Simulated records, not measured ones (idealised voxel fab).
process module | voxel plated lines
cross-section cut | 240 nm wide | cells 5 nm
A cross-section is a grid of square cells, given in bands from the top down. A band is one or more rows of cells.
Each band's line starts with the height of the band's top and of its bottom, in nm. Then come its materials from left to right, each with its width in nm. One material with "throughout" fills the band from edge to edge. "air" is empty space.
Height 0 is the level under which the wafer as received is all one material. The lowest band goes on downwards, as in "0 down".
A width such as "30 to 40" changes by the same amount from each row of cells to the next, from the band's top row to its bottom row.
"no change" after a step means that no cell of the cross-section changed.
closed voids: empty space of 8 cells or more with no open way to the top, each as width x height at its distance from the left edge, in nm
after a step's settings: what the simulator itself notes on the step
overlay nm, on a step with a mask: how far to the right of its planned place the mask lay; to the left if negative
plan
1 op RECEIVE | material Si
2 op CONFORMAL_DEP | material Al2O3 | thk nm 5
3 op DIRECTIONAL_DEP | material TiN | thk nm 5
4 op PATTERN | tone open | mask id LINES | material resist | width nm 20 | pitch nm 50 | thk nm 40 | overlay nm 0
5 op EPI | material Ru | thk nm 10
6 op EPI | material Ru | thk nm 10
7 op EPI | material Ru | thk nm 5
8 op STRIP | etch materials resist
9 op DIRECTIONAL_ETCH | etch materials TiN | depth nm 5
10 op CONFORMAL_DEP | material SiO2 | thk nm 5
varied across the wafers: thk nm of step 10. The plan shows the first wafer's value. All wafers start alike
first wafer as received, after step 1
  0 down: Si throughout
  closed voids: none
first wafer at the end, after step 10
  40 to 35: air 30 | SiO2 30 | air 20 | SiO2 30 | air 20 | SiO2 30 | air 20 | SiO2 30 | air 30
  35 to 10: air 30 | SiO2 5 | Ru 20 | SiO2 5 | air 20 | SiO2 5 | Ru 20 | SiO2 5 | air 20 | SiO2 5 | Ru 20 | SiO2 5 | air 20 | SiO2 5 | Ru 20 | SiO2 5 | air 30
  10 to 5: SiO2 35 | TiN 20 | SiO2 30 | TiN 20 | SiO2 30 | TiN 20 | SiO2 30 | TiN 20 | SiO2 35
  5 to 0: Al2O3 throughout
  0 down: Si throughout
  closed voids: none
last wafer at the end
  60 to 35: air 10 | SiO2 220 | air 10
  35 to 30: air 10 | SiO2 25 | Ru 20 | SiO2 30 | Ru 20 | SiO2 30 | Ru 20 | SiO2 30 | Ru 20 | SiO2 25 | air 10
  30 to 10: SiO2 35 | Ru 20 | SiO2 30 | Ru 20 | SiO2 30 | Ru 20 | SiO2 30 | Ru 20 | SiO2 35
  10 to 5: SiO2 35 | TiN 20 | SiO2 30 | TiN 20 | SiO2 30 | TiN 20 | SiO2 30 | TiN 20 | SiO2 35
  5 to 0: Al2O3 throughout
  0 down: Si throughout
  closed voids: none
each wafer at the end: cells of each material gained (+) or lost (-) since it was received, then its closed voids
thk nm 5 | +48 Al2O3 | +80 Ru | +96 SiO2 | +16 TiN | closed voids: none
thk nm 10 | +48 Al2O3 | +80 Ru | +192 SiO2 | +16 TiN | closed voids: none
thk nm 15 | +48 Al2O3 | +80 Ru | +288 SiO2 | +16 TiN | closed voids: none
thk nm 20 | +48 Al2O3 | +80 Ru | +348 SiO2 | +16 TiN | closed voids: none
thk nm 25 | +48 Al2O3 | +80 Ru | +408 SiO2 | +16 TiN | closed voids: none
